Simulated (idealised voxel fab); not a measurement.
Module name: voxel spacer lines (process module)
Displayed cross-section: cut, width of 300 nm, square cells sized 5 nm.
Think of the cross-section as a grid of square cells. We describe it in bands, top to bottom, and each band covers one or more rows of those cells.
Top height, bottom height, nm. Materials left to right, width each, nm. Single material + "full width" = fills band edge to edge. "air" = empty.
All heights in this document are referenced to 0, defined as the level beneath which the wafer, as received, consists entirely of one material. The lowest band is not bounded below; it extends indefinitely downward and is written in the form "0..down".
So if you see something like "30 to 40" for the width, read it as the top row of the band sitting at the first number and the bottom row at the second, with every row in between moving by the same amount as the last.
"remained unchanged", as given for a step, is the statement that not any cell of the cross-section underwent a change during that step.
The label "Trapped void list" introduces a list of the empty spaces, 8 cells or larger, that have no open way up to the top; each entry in it reads width x height at distance, where the distance is taken from the left edge and all three are stated in nm.
Past the settings on a step's line: simulator remark, on that step.
overlay nm: on a step with a mask, how far right of its planned place the mask lay; negative means left.
[The process steps that were planned are listed below]
1,RECEIVE,material Si
2,CONFORMAL_DEP,material Al2O3,thk nm 10
3,DIRECTIONAL_DEP,material TiN,thk nm 15
4,DIRECTIONAL_DEP,material aC,thk nm 30
5,PATTERN,tone cover,mask id MANDREL,material resist,width nm 20,pitch nm 60,thk nm 35,overlay nm 0
6,DIRECTIONAL_ETCH,etch materials aC,depth nm 30
7,STRIP,etch materials resist
8,CONFORMAL_DEP,material SiO2,thk nm 10
9,DIRECTIONAL_ETCH,etch materials SiO2,depth nm 10
10,STRIP,etch materials aC
11,DIRECTIONAL_ETCH,etch materials TiN,depth nm 15
12,STRIP,etch materials SiO2
[Cross-section: wafer on arrival = after step 1]
  0..down | Si full width
  Trapped void list: none
[Post-module cross-section of the first of two wafers (run per plan)]
  25..10 | 70 air  10 TiN  20 air  10 TiN  20 air  10 TiN  20 air  10 TiN  20 air  10 TiN  20 air  10 TiN  70 air
  10..0 | Al2O3 full width
  0..down | Si full width
  Trapped void list: none
[second wafer at the end: like start, like plan, one mistake]
  40..25 | 70 air  10 TiN  20 air  10 TiN  20 air  10 TiN  20 air  10 TiN  20 air  10 TiN  20 air  10 TiN  70 air
  25..10 | TiN full width
  10..0 | Al2O3 full width
  0..down | Si full width
  Trapped void list: none
Diagnosis: step 3 in the plan was executed twice
End of process, cell counts, second wafer against first, materials with more or fewer: TiN: 180 more
